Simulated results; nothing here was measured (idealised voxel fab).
process module | voxel released beams
cross-section cut | 250 nm wide | cells 5 nm
A cross-section is a grid of square cells, given in bands from the top down. A band is one or more rows of cells.
Each band's line starts with the height of the band's top and of its bottom, in nm. Then come its materials from left to right, each with its width in nm. One material with "throughout" fills the band from edge to edge. "air" is empty space.
Height 0 is the level under which the wafer as received is all one material. The lowest band goes on downwards, as in "0 down".
A width such as "30 to 40" changes by the same amount from each row of cells to the next, from the band's top row to its bottom row.
"no change" after a step means that no cell of the cross-section changed.
closed voids: empty space of 8 cells or more with no open way to the top, each as width x height at its distance from the left edge, in nm
after a step's settings: what the simulator itself notes on the step
overlay nm, on a step with a mask: how far to the right of its planned place the mask lay; to the left if negative
plan
1 op RECEIVE | material Si
2 op CONFORMAL_DEP | material Al2O3 | thk nm 5
3 op DIRECTIONAL_DEP | material SiO2 | thk nm 20
4 op PATTERN | tone open | mask id ANCHOR | material resist | width nm 45 | thk nm 15 | overlay nm 0
5 op DIRECTIONAL_ETCH | etch materials SiO2 | depth nm 20
6 op STRIP | etch materials resist
7 op CONFORMAL_DEP | material SiN | thk nm 15
8 op DIRECTIONAL_DEP | material aC | thk nm 10
9 op PATTERN | tone cover | mask id BEAM | material resist | width nm 105 | thk nm 30 | overlay nm 0
10 op DIRECTIONAL_ETCH | etch materials aC | depth nm 10
11 op STRIP | etch materials resist
12 op DIRECTIONAL_ETCH | etch materials SiN | depth nm 15
13 op STRIP | etch materials aC
14 op STRIP | etch materials SiO2
as received, after step 1
  0 down: Si throughout
  closed voids: none
first wafer at the end, as planned
  40 to 25: air 70 | SiN 20 | air 15 | SiN 70 | air 75
  25 to 20: air 75 | SiN 15 | air 15 | SiN 15 | air 130
  20 to 5: air 75 | SiN 45 | air 130
  5 to 0: Al2O3 throughout
  0 down: Si throughout
  closed voids: none
second wafer at the end: like start, like plan, one mistake
  40 to 25: air 65 | SiN 25 | air 15 | SiN 65 | air 80
  25 to 20: air 75 | SiN 15 | air 15 | SiN 15 | air 130
  20 to 5: air 75 | SiN 45 | air 130
  5 to 0: Al2O3 throughout
  0 down: Si throughout
  closed voids: none
what went wrong: step 9 ran as: op PATTERN | tone cover | mask id BEAM | material resist | width nm 105 | thk nm 30 | overlay nm -5
at the end the second wafer has, in cells: as many of each material as the first, in other places
